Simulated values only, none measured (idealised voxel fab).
This is a process module. Its name is voxel gate over fins.
In the cross-section labelled cut, the width is 250 nm and each square cell is 5 nm.
Notation: cross-section as square-cell grid; stated in bands, top first, going down; one or more cell rows per band. Band: top height; bottom height; in nm. Then, left to right: material with width in nm, for each material. "full width": a single material spanning edge to edge. "blank": empty space. Heights are reckoned from 0. Under this level, the received wafer is all of one material. The bottommost band is open-ended downward, for example "0 -> down". With a width like "30..40", each row of cells in the band differs from the next by the same amount, the top row carrying the first number and the bottom row the second. "identical to before" means the step left every cell of the cross-section as it was. "Fully sealed cavities" - sealed voids, min. 8 cells, no opening to top; format: width x height at distance (distance from left edge; nm throughout). Read whatever lies past the settings on a step's line as the simulator's own remark about the step. For masked steps, "overlay nm" on the step line gives how far right of plan the mask actually lay; a minus sign means it lay to the left.
Planned step list for the process
1) RECEIVE | material Si
2) CONFORMAL_DEP | material SiN | thk nm 5
3) MASKED_ETCH | tone cover | mask id FINS | width nm 15 | pitch nm 55 | etch materials SiN | depth nm 5 | overlay nm 0
4) MASKED_ETCH | tone cover | mask id FINS | width nm 15 | pitch nm 55 | etch materials Si | depth nm 40 | overlay nm 0
5) OXIDIZE | depth nm 5
6) FILL_DEP | material SiO2 | thk nm 15
7) CMP | height nm 5
8) MASKED_ETCH | tone open | mask id RAIL | width nm 15 | etch materials SiO2 | depth nm 40 | overlay nm 0
9) CONFORMAL_DEP | material TiN | thk nm 5
10) FILL_DEP | material W | thk nm 10
11) CMP | height nm 5
12) SELECTIVE_ETCH | etch materials W Ru TiN | depth nm 30
13) FILL_DEP | material SiO2 | thk nm 5
14) CMP | height nm 5
15) SELECTIVE_ETCH | etch materials SiO2 | depth nm 20
16) STRIP | etch materials SiN
17) CONFORMAL_DEP | material HfO2 | thk nm 5
18) CONFORMAL_DEP | material TiN | thk nm 5
19) FILL_DEP | material W | thk nm 10
20) CMP | height nm 15
21) CONFORMAL_DEP | material SiN | thk nm 5
Wafer as received: cross-section following step 1
0 -> down = Si full width
Fully sealed cavities: none
Below is the wafer in cross-section after the module was completed. It began from the starting point shown above and followed the plan shown above, except that one mistake was made while running it
20 -> 15 = SiN full width
15 -> 10 = W full width
10 -> 5 = 30 W  25 TiN  30 W  25 TiN  30 W  25 TiN  30 W  25 TiN  30 W
5 -> 0 = 30 W  5 TiN  15 HfO2  5 TiN  30 W  5 TiN  15 HfO2  5 TiN  30 W  5 TiN  15 HfO2  5 TiN  30 W  5 TiN  15 HfO2  5 TiN  30 W
0 -> -5 = 30 W  5 TiN  5 HfO2  5 Si  5 HfO2  5 TiN  30 W  5 TiN  5 HfO2  5 Si  5 HfO2  5 TiN  30 W  5 TiN  5 HfO2  5 Si  5 HfO2  5 TiN  30 W  5 TiN  5 HfO2  5 Si  5 HfO2  5 TiN  30 W
-5 -> -10 = 35 TiN  5 HfO2  5 Si  5 HfO2  40 TiN  5 HfO2  5 Si  5 HfO2  40 TiN  5 HfO2  5 Si  5 HfO2  40 TiN  5 HfO2  5 Si  5 HfO2  35 TiN
-10 -> -15 = 40 HfO2  5 Si  50 HfO2  5 Si  50 HfO2  5 Si  50 HfO2  5 Si  40 HfO2
-15 -> -25 = 40 SiO2  5 Si  50 SiO2  5 Si  50 SiO2  5 Si  50 SiO2  5 Si  40 SiO2
-25 -> -30 = 40 SiO2  5 Si  15 SiO2  5 TiN  5 W  5 TiN  20 SiO2  5 Si  50 SiO2  5 Si  50 SiO2  5 Si  40 SiO2
-30 -> -35 = 40 SiO2  5 Si  15 SiO2  15 TiN  20 SiO2  5 Si  50 SiO2  5 Si  50 SiO2  5 Si  40 SiO2
-35 -> -40 = 40 SiO2  5 Si  50 SiO2  5 Si  50 SiO2  5 Si  50 SiO2  5 Si  40 SiO2
-40 -> down = Si full width
Fully sealed cavities: none
Plan not followed: not per plan at step 4, really ran MASKED_ETCH | tone cover | mask id FINS | width nm 15 | pitch nm 55 | etch materials Si | depth nm 35 | overlay nm 0
